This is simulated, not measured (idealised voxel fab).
Process module name: voxel transistor to metal
Square cell edge 5 nm, section width 195 nm, ID cut.
Heads up, the way a cross-section reads in here is a grid of square cells, handed over as bands from the top down, with every band being one or more rows of cells. Look at the band entry: it leads with the top's height and the bottom's height in nm. Then it lists the materials left to right, with a width in nm for each. The word "edge to edge" on a single material says that material fills the band edge to edge. The word "empty" is empty space. Beneath 0, the wafer as received is one material, and that level is where height counting begins. The lowest band goes on downward without a bottom; it is written like "0 down". Per-row width for "30->40": begins at first number (top row of band), ends at second number (bottom row), increment between rows held constant. When a step is marked "no modifications", none of the cells in the cross-section changed during that step. You'll see "Voids, fully enclosed" listing empty spaces that have no way open to the top, as long as they're 8 cells or more; the notation is width x height at distance, where the distance is from the left edge, and all of it is in nm. Whatever follows a step's settings on its line is a remark the simulator itself makes about that step. overlay nm: mask right of planned place by this much (step with mask). Neg. = left.

# This section lists the process steps that were planned
- 1: RECEIVE: material Si
- 2: OXIDIZE: depth nm 5
- 3: CONFORMAL_DEP: material SiN, thk nm 15
- 4: MASKED_ETCH: tone cover, mask id ACTIVE, width nm 105, etch materials SiN, depth nm 15, overlay nm 0
- 5: MASKED_ETCH: tone cover, mask id ACTIVE, width nm 105, etch materials SiO2, depth nm 5, overlay nm 0
- 6: MASKED_ETCH: tone cover, mask id ACTIVE, width nm 105, etch materials Si, depth nm 25, overlay nm 0
- 7: FILL_DEP: material SiO2, thk nm 15
- 8: CMP: height nm 15
- 9: SELECTIVE_ETCH: etch materials SiO2, depth nm 5
- 10: STRIP: etch materials SiN
- 11: SELECTIVE_ETCH: etch materials SiO2, depth nm 5
- 12: OXIDIZE: depth nm 5
- 13: DIRECTIONAL_DEP: material polySi, thk nm 25
- 14: DIRECTIONAL_DEP: material SiCN, thk nm 10
- 15: MASKED_ETCH: tone cover, mask id GATE, width nm 15, etch materials SiCN, depth nm 20, overlay nm 0
- 16: MASKED_ETCH: tone cover, mask id GATE, width nm 15, etch materials polySi, depth nm 35, overlay nm 0
- 17: CONFORMAL_DEP: material SiO2, thk nm 5
- 18: DIRECTIONAL_ETCH: etch materials SiO2, depth nm 5
- 19: CONFORMAL_DEP: material SiN, thk nm 5
- 20: DIRECTIONAL_ETCH: etch materials SiN, depth nm 5
- 21: DIRECTIONAL_ETCH: etch materials SiO2, depth nm 5
- 22: DIRECTIONAL_ETCH: etch materials Si, depth nm 5
- 23: EPI: material SiGe, thk nm 10
- 24: FILL_DEP: material SiO2, thk nm 5
- 25: CMP: height nm 30
- 26: DIRECTIONAL_DEP: material SiO2, thk nm 10
- 27: DIRECTIONAL_DEP: material aC, thk nm 15
- 28: PATTERN: tone open, mask id CONTACT, material resist, width nm 35, pitch nm 60, thk nm 35, overlay nm 0
- 29: DIRECTIONAL_ETCH: etch materials aC, depth nm 15
- 30: STRIP: etch materials resist
- 31: DIRECTIONAL_ETCH: etch materials SiO2, depth nm 45
- 32: STRIP: etch materials aC
- 33: CONFORMAL_DEP: material TiN, thk nm 5
- 34: FILL_DEP: material Ru, thk nm 10
- 35: CMP: height nm 40
- 36: CONFORMAL_DEP: material SiN, thk nm 5
- 37: DIRECTIONAL_DEP: material lowk, thk nm 25
- 38: MASKED_ETCH: tone open, mask id METAL_1, width nm 20, pitch nm 75, etch materials lowk, depth nm 25, overlay nm 0
- 39: MASKED_ETCH: tone open, mask id METAL_1, width nm 20, pitch nm 75, etch materials SiN, depth nm 5, overlay nm 0
- 40: CONFORMAL_DEP: material TiN, thk nm 5
- 41: FILL_DEP: material W, thk nm 10
- 42: CMP: height nm 70
- 43: CONFORMAL_DEP: material SiCN, thk nm 5

# as received, after step 1
> 0 down = Si edge to edge
> Voids, fully enclosed: none

# End-of-module cross-section of the first of two wafers, processed as planned
> 75 to 70 = SiCN edge to edge
> 70 to 45 = lowk (50)  TiN (5)  W (10)  TiN (5)  lowk (55)  TiN (5)  W (10)  TiN (5)  lowk (50)
> 45 to 40 = SiN (50)  TiN (20)  SiN (55)  TiN (20)  SiN (50)
> 40 to 30 = SiO2 (50)  TiN (5)  Ru (25->20)  TiN (5->10)  SiO2 (25)  TiN (5->10)  Ru (25->20)  TiN (5)  SiO2 (50)
> 30 to 20 = SiO2 (50)  TiN (5)  Ru (20)  TiN (5)  SiN (5)  SiO2 (5)  SiCN (15)  SiO2 (5)  SiN (5)  TiN (5)  Ru (20)  TiN (5)  SiO2 (50)
> 20 to 5 = SiO2 (50)  TiN (5)  Ru (20)  TiN (5)  SiN (5)  SiO2 (5)  polySi (15)  SiO2 (5)  SiN (5)  TiN (5)  Ru (20)  TiN (5)  SiO2 (50)
> 5 to 0 = SiO2 (45)  SiN (5)  TiN (30)  SiN (5)  SiO2 (5)  polySi (15)  SiO2 (5)  SiN (5)  TiN (30)  SiN (5)  SiO2 (45)
> 0 to -5 = SiO2 (45)  SiN (5)  SiGe (10)  TiN (10)  SiGe (10)  SiN (5)  SiO2 (5)  polySi (15)  SiO2 (5)  SiN (5)  SiGe (10)  TiN (10)  SiGe (10)  SiN (5)  SiO2 (45)
> -5 to -10 = SiO2 (50)  SiGe (30)  SiO2 (35)  SiGe (30)  SiO2 (50)
> -10 to -15 = SiO2 (45)  Si (5)  SiGe (30)  Si (35)  SiGe (30)  Si (5)  SiO2 (45)
> -15 to -30 = SiO2 (45)  Si (105)  SiO2 (45)
> -30 down = Si edge to edge
> Voids, fully enclosed: none

# Same start, same plan as the first wafer - but one mistake in the run. Cross-section of the second of the two at the end of the module
> 75 to 70 = SiCN edge to edge
> 70 to 45 = lowk (50)  TiN (5)  W (10)  TiN (5)  lowk (55)  TiN (5)  W (10)  TiN (5)  lowk (50)
> 45 to 40 = SiN (50)  TiN (20)  SiN (55)  TiN (20)  SiN (50)
> 40 to 30 = SiO2 (50)  TiN (5)  Ru (25->20)  TiN (5->10)  SiO2 (25)  TiN (5->10)  Ru (25->20)  TiN (5)  SiO2 (50)
> 30 to 20 = SiO2 (50)  TiN (5)  Ru (20)  TiN (5)  SiN (5)  SiO2 (5)  SiCN (15)  SiO2 (5)  SiN (5)  TiN (5)  Ru (20)  TiN (5)  SiO2 (50)
> 20 to 10 = SiO2 (50)  TiN (5)  Ru (20)  TiN (5)  SiN (5)  SiO2 (5)  polySi (15)  SiO2 (5)  SiN (5)  TiN (5)  Ru (20)  TiN (5)  SiO2 (50)
> 10 to 5 = SiO2 (50)  TiN (5)  Ru (20)  TiN (5)  SiN (5)  SiO2 (5)  polySi (15)  SiO2 (5)  SiN (5)  TiN (5)  Ru (10)  TiN (15)  SiO2 (50)
> 5 to 0 = SiO2 (35)  SiN (5)  SiO2 (10)  TiN (5)  Ru (10)  TiN (15)  SiN (5)  SiO2 (5)  polySi (15)  SiO2 (5)  SiN (5)  TiN (20)  SiN (5)  TiN (5)  SiO2 (50)
> 0 to -5 = SiO2 (35)  SiN (5)  SiGe (10)  TiN (20)  SiGe (10)  SiN (5)  SiO2 (5)  polySi (15)  SiO2 (5)  SiN (5)  SiGe (20)  SiN (5)  TiN (5)  SiO2 (50)
> -5 to -10 = SiO2 (40)  SiGe (40)  SiO2 (35)  SiGe (20)  SiO2 (60)
> -10 to -15 = SiO2 (35)  Si (5)  SiGe (40)  Si (35)  SiGe (20)  Si (15)  SiO2 (45)
> -15 to -30 = SiO2 (35)  Si (115)  SiO2 (45)
> -30 down = Si edge to edge
> Voids, fully enclosed: none
Heads up, the wafer didn't run the way we planned it: heads up, step 4 didn't go per plan, it actually ran as MASKED_ETCH: tone cover, mask id ACTIVE, width nm 105, etch materials SiN, depth nm 15, overlay nm -10
End of process, cell counts, second wafer against first, materials with more or fewer: 8 more of Si; 8 fewer of SiO2
